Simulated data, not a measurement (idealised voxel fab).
A process module follows: voxel self aligned contacts.
Square cell edge 5 nm, section width 165 nm, ID cut.
A cross-section is written here as square cells arranged in a grid, and it is given in bands from the top down, each band taking up one or more rows of cells. Top height, bottom height, nm. Materials left to right, width each, nm. Single material + "all across" = fills band edge to edge. "air" = empty. A quick word on heights: they are counted from 0, and under that level the wafer as it came to us is one material throughout. The lowest band is different from the rest in having no bottom; it simply continues downward, written as in "from 0 down". Think of "30 to 40" as a width that walks from the first number to the second as you go down the band, top row to bottom row, taking equal-sized steps from row to row. What does "nothing was modified" mean for a step? It means no cell of the cross-section changed in that step. "Enclosed void listing": sealed empty spaces, 8 cells or more, no open way to top, listed width x height at distance, with distance from the left edge and width, height and distance in nm. Where a step's line continues beyond its settings, the continuation is a remark by the simulator itself on that step. overlay nm: mask offset rightward from planned place, masked step; negative means leftward offset.

-- The process steps that were planned are listed below
1: op RECEIVE | material Si
2: op OXIDIZE | depth nm 5
3: op DIRECTIONAL_DEP | material polySi | thk nm 30
4: op DIRECTIONAL_DEP | material SiN | thk nm 20
5: op DIRECTIONAL_DEP | material aC | thk nm 15
6: op PATTERN | tone cover | mask id GATE | material resist | width nm 35 | pitch nm 70 | thk nm 30 | overlay nm 0
7: op DIRECTIONAL_ETCH | etch materials aC | depth nm 15
8: op STRIP | etch materials resist
9: op DIRECTIONAL_ETCH | etch materials SiN | depth nm 20
10: op DIRECTIONAL_ETCH | etch materials polySi | depth nm 30
11: op STRIP | etch materials aC
12: op CONFORMAL_DEP | material SiN | thk nm 10
13: op DIRECTIONAL_ETCH | etch materials SiN | depth nm 10
14: op FILL_DEP | material SiO2 | thk nm 15
15: op CMP | height nm 60
16: op DIRECTIONAL_DEP | material aC | thk nm 15
17: op PATTERN | tone open | mask id CONTACT | material resist | width nm 45 | thk nm 30 | overlay nm 0
18: op DIRECTIONAL_ETCH | etch materials aC | depth nm 15
19: op STRIP | etch materials resist
20: op DIRECTIONAL_ETCH | etch materials SiO2 | depth nm 65
21: op STRIP | etch materials aC
22: op CONFORMAL_DEP | material TiN | thk nm 5
23: op FILL_DEP | material Ru | thk nm 10
24: op CMP | height nm 60
25: op CONFORMAL_DEP | material SiCN | thk nm 5

-- Shown in cross-section is the wafer as received, that is, as it stands after step 1
> from 0 down | Si all across
> Enclosed void listing: none

-- Look at the cross-section after the module: the wafer started out the way shown above and the plan was the one shown above, yet one mistake was made along the way
> from 65 to 60 | SiCN all across
> from 60 to 50 | SiO2 60 / TiN 5 to 20 / aC 35 to 5 / TiN 5 to 20 / SiO2 60
> from 50 to 30 | SiO2 20 / SiN 55 / TiN 5 / aC 5 / TiN 5 / SiN 55 / SiO2 20
> from 30 to 0 | SiO2 20 / SiN 10 / polySi 35 / SiN 10 / TiN 5 / aC 5 / TiN 5 / SiN 10 / polySi 35 / SiN 10 / SiO2 20
> from 0 to -5 | SiO2 75 / TiN 15 / SiO2 75
> from -5 down | Si all across
> Enclosed void listing: none
Processing error: heads up, step 23 didn't go per plan, it actually ran as op FILL_DEP | material aC | thk nm 10
